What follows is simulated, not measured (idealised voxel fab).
Process module under the name voxel ribs on slabs
Section shown: cut. Width: 195 nm. Cell size: 5 nm, square.
A cross-section is a grid of square cells, given in bands from the top down. A band is one or more rows of cells.
Band: top and bottom heights (nm) first, top before bottom; then materials from left to right, widths in nm. "edge to edge" marks a sole material filling the band edge to edge. "air" denotes empty space.
Convention: height 0 is the level below which the wafer, as received, is all one material. The lowest band does not terminate at the bottom but continues downward, represented as "z 0 and below".
The expression "30->40" gives the width at the extremes of the band, the first number at its top row of cells and the second at its bottom row, with the width changing by equal amounts from each row to the next in between.
Step marked "left unchanged"? Then no cell in the cross-section changed in it.
"Enclosed internal voids" enumerates empty spaces isolated from the top, with no open way to it, that contain at least 8 cells, giving each as width x height at distance from the left edge, all three in nm.
On each step's line, the part that comes after the settings is the simulator's own comment on the step.
overlay nm: step with mask; distance mask lay right of planned place; negative value = left of planned place.
Steps in the process plan
1) RECEIVE, material Si
2) DIRECTIONAL_DEP, material SiO2, thk nm 25
3) DIRECTIONAL_DEP, material SiN, thk nm 20
4) PATTERN, tone cover, mask id RIB, material resist, width nm 25, thk nm 15, overlay nm 0
5) DIRECTIONAL_ETCH, etch materials SiN, depth nm 5
6) STRIP, etch materials resist
7) MASKED_ETCH, tone cover, mask id SLAB, width nm 85, etch materials SiN, depth nm 15, overlay nm 0
8) FILL_DEP, material SiO2, thk nm 20
9) CMP, height nm 60
10) DIRECTIONAL_DEP, material W, thk nm 10
11) DIRECTIONAL_DEP, material aC, thk nm 10
12) PATTERN, tone cover, mask id HEATER, material resist, width nm 35, thk nm 30, overlay nm 0
13) DIRECTIONAL_ETCH, etch materials aC, depth nm 10
14) STRIP, etch materials resist
15) DIRECTIONAL_ETCH, etch materials W, depth nm 10
16) STRIP, etch materials aC
17) CONFORMAL_DEP, material SiO2, thk nm 10
Here's what the wafer looked like in cross-section when it arrived - that's after step 1
  z 0 and below | Si edge to edge
  Enclosed internal voids: none
The following cross-section depicts the wafer upon conclusion of the module. Processing commenced from the starting condition illustrated above and adhered to the plan illustrated above, save for one mistake in execution
  z 80 to 70 | air 70  SiO2 55  air 70
  z 70 to 60 | SiO2 80  W 35  SiO2 80
  z 60 to 45 | SiO2 edge to edge
  z 45 to 40 | SiO2 85  SiN 25  SiO2 85
  z 40 to 25 | SiO2 60  SiN 80  SiO2 55
  z 25 to 0 | SiO2 edge to edge
  z 0 and below | Si edge to edge
  Enclosed internal voids: none
Plan not followed: step 7 ran differently from the plan; actual operation with settings: MASKED_ETCH, tone cover, mask id SLAB, width nm 80, etch materials SiN, depth nm 15, overlay nm 0
